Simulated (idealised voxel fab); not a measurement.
The following process module bears the name voxel self aligned vias.
Square cell edge 5 nm, section width 300 nm, ID cut.
For the purposes of this document, a cross-section shall be understood as a grid of square cells, specified as bands listed in top-to-bottom order, each band consisting of one or more rows of cells.
The band entry comprises the height of the band's top followed by the height of its bottom, expressed in nm, and subsequently the band's materials from left to right, each stated together with its width in nm. Where a single material is marked with the word "everywhere", that material fills the band from edge to edge. The word "empty" represents empty space.
Beneath 0, the wafer as received is one material, and that level is where height counting begins. The lowest band goes on downward without a bottom; it is written like "top 0, no bottom".
When a width is written as two numbers, as in "30..40", the first number is the width in the top row of cells of the band and the second is the width in its bottom row, and the width changes by the same amount from each row to the next.
No cell of the cross-section changed in a step that is given as "nothing was modified".
Basically, "Closed cavities" tells you about the enclosed voids: empty spaces with no open way to the top, 8 cells or bigger, each written width x height at distance, where distance is from the left edge, all in nm.
That trailing text on a step's line, after the settings, is the simulator's own remark on the step.
A step's line can hold "overlay nm"; with a mask on that step, the setting says how far right of the planned place the mask lay, while a negative setting says it lay to the left.

List of planned process steps:
1. RECEIVE [material Si]
2. CONFORMAL_DEP [material SiO2] [thk nm 10]
3. CONFORMAL_DEP [material SiCN] [thk nm 5]
4. DIRECTIONAL_DEP [material lowk] [thk nm 25]
5. PATTERN [tone open] [mask id LINES] [material resist] [width nm 25] [pitch nm 50] [thk nm 20] [overlay nm 0]
6. DIRECTIONAL_ETCH [etch materials lowk] [depth nm 25]
7. STRIP [etch materials resist]
8. CONFORMAL_DEP [material TiN] [thk nm 5]
9. FILL_DEP [material W] [thk nm 5]
10. CMP [height nm 40]
11. SELECTIVE_ETCH [etch materials W Ru TiN] [depth nm 5]
12. FILL_DEP [material SiN] [thk nm 10]
13. CMP [height nm 40]
14. DIRECTIONAL_DEP [material lowk] [thk nm 15]
15. MASKED_ETCH [tone open] [mask id VIAS] [width nm 35] [pitch nm 50] [etch materials lowk] [depth nm 15] [overlay nm 0]
16. MASKED_ETCH [tone open] [mask id VIAS] [width nm 35] [pitch nm 50] [etch materials SiN] [depth nm 5] [overlay nm 0]
17. CONFORMAL_DEP [material TiN] [thk nm 5]
18. FILL_DEP [material Cu] [thk nm 10]
19. CMP [height nm 55]
20. CONFORMAL_DEP [material SiN] [thk nm 5]

Wafer as received: cross-section following step 1:
- top 0, no bottom = Si everywhere
- Closed cavities: none

Post-module cross-section of the first of two wafers (run per plan):
- top 60, bottom 55 = SiN everywhere
- top 55, bottom 45 = lowk: 105, TiN: 5, Cu: 25, TiN: 5, lowk: 15, TiN: 5, Cu: 25, TiN: 5, lowk: 110
- top 45, bottom 40 = lowk: 105, TiN: 10, Cu: 15, TiN: 10, lowk: 15, TiN: 10, Cu: 15, TiN: 10, lowk: 110
- top 40, bottom 35 = lowk: 110, TiN: 25, lowk: 25, TiN: 25, lowk: 115
- top 35, bottom 20 = lowk: 110, TiN: 5, W: 15, TiN: 5, lowk: 25, TiN: 5, W: 15, TiN: 5, lowk: 115
- top 20, bottom 15 = lowk: 110, TiN: 25, lowk: 25, TiN: 25, lowk: 115
- top 15, bottom 10 = SiCN everywhere
- top 10, bottom 0 = SiO2 everywhere
- top 0, no bottom = Si everywhere
- Closed cavities: none

Wafer two, sectioned after the module: the first wafer's start, the first wafer's plan, and one mistake in how it was run:
- top 60, bottom 55 = SiN everywhere
- top 55, bottom 40 = SiCN everywhere
- top 40, bottom 35 = lowk: 110, SiN: 25, lowk: 25, SiN: 25, lowk: 115
- top 35, bottom 20 = lowk: 110, TiN: 5, W: 15, TiN: 5, lowk: 25, TiN: 5, W: 15, TiN: 5, lowk: 115
- top 20, bottom 15 = lowk: 110, TiN: 25, lowk: 25, TiN: 25, lowk: 115
- top 15, bottom 10 = SiCN everywhere
- top 10, bottom 0 = SiO2 everywhere
- top 0, no bottom = Si everywhere
- Closed cavities: none
Plan not followed: rather than as planned, step 14 actually ran as DIRECTIONAL_DEP [material SiCN] [thk nm 15]
Per the end-of-run cell counts, the second wafer holds more or fewer of some materials than the first: Cu: 26 fewer, SiCN: 180 more, SiN: 10 more, TiN: 26 fewer, lowk: 138 fewer
